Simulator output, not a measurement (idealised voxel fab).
Process module heading - voxel quadruple lines
215 nm wide, 5 nm square cells: that's cross-section cut.
A cross-section is written here as square cells arranged in a grid, and it is given in bands from the top down, each band taking up one or more rows of cells. Basically the band line says how high the top is and how high the bottom is, in nm, and then what's in it from left to right, every material with its width in nm. Empty space shows up as "air", and if a single material carries "everywhere" it runs the full band edge to edge. Heights are expressed relative to 0, this being the level below which the as-received wafer comprises one material exclusively. The lowest band is unbounded in the downward direction and is denoted as in "0 and below". Read "30..40" as a graded width: first number on top, second number at the bottom, same change between each pair of neighbouring rows. You'll sometimes find "same as before" written for a step, and that's the way of saying that nowhere in the cross-section did a cell change during that step. Enclosed voids (no open way to top), threshold 8 cells or more, entry "Closed voids list", notation width x height at distance, distance from left edge, nm. Text after the settings on a step's line: the simulator's own remark on that step. overlay nm: mask offset rightward from planned place, masked step; negative means leftward offset.

So here's the lineup of process steps we planned
1,RECEIVE,material Si
2,CONFORMAL_DEP,material SiO2,thk nm 5
3,DIRECTIONAL_DEP,material TiN,thk nm 15
4,DIRECTIONAL_DEP,material polySi,thk nm 15
5,DIRECTIONAL_DEP,material aC,thk nm 25
6,PATTERN,tone cover,mask id MANDREL,material resist,width nm 35,thk nm 35,overlay nm 0
7,DIRECTIONAL_ETCH,etch materials aC,depth nm 25
8,STRIP,etch materials resist
9,CONFORMAL_DEP,material SiO2,thk nm 15
10,DIRECTIONAL_ETCH,etch materials SiO2,depth nm 15
11,STRIP,etch materials aC
12,DIRECTIONAL_ETCH,etch materials polySi,depth nm 15
13,STRIP,etch materials SiO2
14,CONFORMAL_DEP,material SiCN,thk nm 10
15,DIRECTIONAL_ETCH,etch materials SiCN,depth nm 10
16,STRIP,etch materials polySi
17,DIRECTIONAL_ETCH,etch materials TiN,depth nm 15
18,STRIP,etch materials SiCN
19,FILL_DEP,material lowk,thk nm 10
20,CMP,height nm 20

Here's what the wafer looked like in cross-section when it arrived - that's after step 1
	0 and below | Si everywhere
	Closed voids list: none

Starting structure and process plan are as shown above, but one mistake was made in running the module; the wafer cross-section at the end of the module follows
	20 down to 5 | lowk (70)  TiN (10)  lowk (15)  TiN (10)  lowk (10)  TiN (10)  lowk (15)  TiN (10)  lowk (65)
	5 down to 0 | SiO2 everywhere
	0 and below | Si everywhere
	Closed voids list: none
Heads up, the wafer didn't run the way we planned it: step 6 went in with a setting other than planned; the actual run was PATTERN,tone cover,mask id MANDREL,material resist,width nm 30,thk nm 35,overlay nm 0
